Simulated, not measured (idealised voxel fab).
The name of this process module is voxel tone inversion.
Section shown: cut. Width: 175 nm. Cell size: 5 nm, square.
Square cells in a grid make up a cross-section in this document, and the grid is given as bands, listed from the top down, each one or more rows of cells. In this notation a band is specified by the heights of its top and bottom, in that order and in nm, after which its materials appear from left to right, each paired with its width in nm. The word "edge to edge" attached to a single material means that material fills the band from edge to edge; the word "blank" stands for empty space. Heights are expressed relative to 0, this being the level below which the as-received wafer comprises one material exclusively. The lowest band is unbounded in the downward direction and is denoted as in "from 0 down". When a width is written as two numbers, as in "30..40", the first number is the width in the top row of cells of the band and the second is the width in its bottom row, and the width changes by the same amount from each row to the next. "no alteration" (step): cross-section cells unchanged, all of them. Look at "Unvented cavities" for the closed voids: empty spaces with no open path to the top, sized 8 cells or up. Each is width x height at distance, distance from the left edge, all nm. Past the settings on a step's line: simulator remark, on that step. Steps that use a mask can have "overlay nm" on their line. It says how far the mask sat to the right of where it was meant to be. Negative means to the left.

# Planned process steps
| 1 | RECEIVE with material Si |
| 2 | CONFORMAL_DEP with material SiCN, thk nm 10 |
| 3 | DIRECTIONAL_DEP with material polySi, thk nm 25 |
| 4 | PATTERN with tone cover, mask id POSTS, material resist, width nm 25, pitch nm 50, thk nm 35, overlay nm 0 |
| 5 | DIRECTIONAL_ETCH with etch materials polySi, depth nm 25 |
| 6 | STRIP with etch materials resist |
| 7 | FILL_DEP with material SiO2, thk nm 10 |
| 8 | CMP with height nm 35 |
| 9 | STRIP with etch materials polySi |
| 10 | CONFORMAL_DEP with material TiN, thk nm 5 |
| 11 | FILL_DEP with material Cu, thk nm 10 |
| 12 | CMP with height nm 35 |
| 13 | CONFORMAL_DEP with material SiCN, thk nm 5 |

# Wafer as received: cross-section following step 1
	from 0 down = Si edge to edge
	Unvented cavities: none

# Starting structure and process plan are as shown above, but one mistake was made in running the module; the wafer cross-section at the end of the module follows
	from 40 to 35 = SiCN edge to edge
	from 35 to 15 = Cu 20 nm, then TiN 5 nm, then SiO2 25 nm, then TiN 5 nm, then Cu 15 nm, then TiN 5 nm, then SiO2 25 nm, then TiN 5 nm, then Cu 15 nm, then TiN 5 nm, then SiO2 25 nm, then TiN 5 nm, then Cu 20 nm
	from 15 to 10 = TiN 25 nm, then SiO2 25 nm, then TiN 25 nm, then SiO2 25 nm, then TiN 25 nm, then SiO2 25 nm, then TiN 25 nm
	from 10 to 0 = SiCN edge to edge
	from 0 down = Si edge to edge
	Unvented cavities: none
Run error: step 4 ran as: PATTERN with tone open, mask id POSTS, material resist, width nm 25, pitch nm 50, thk nm 35, overlay nm 0
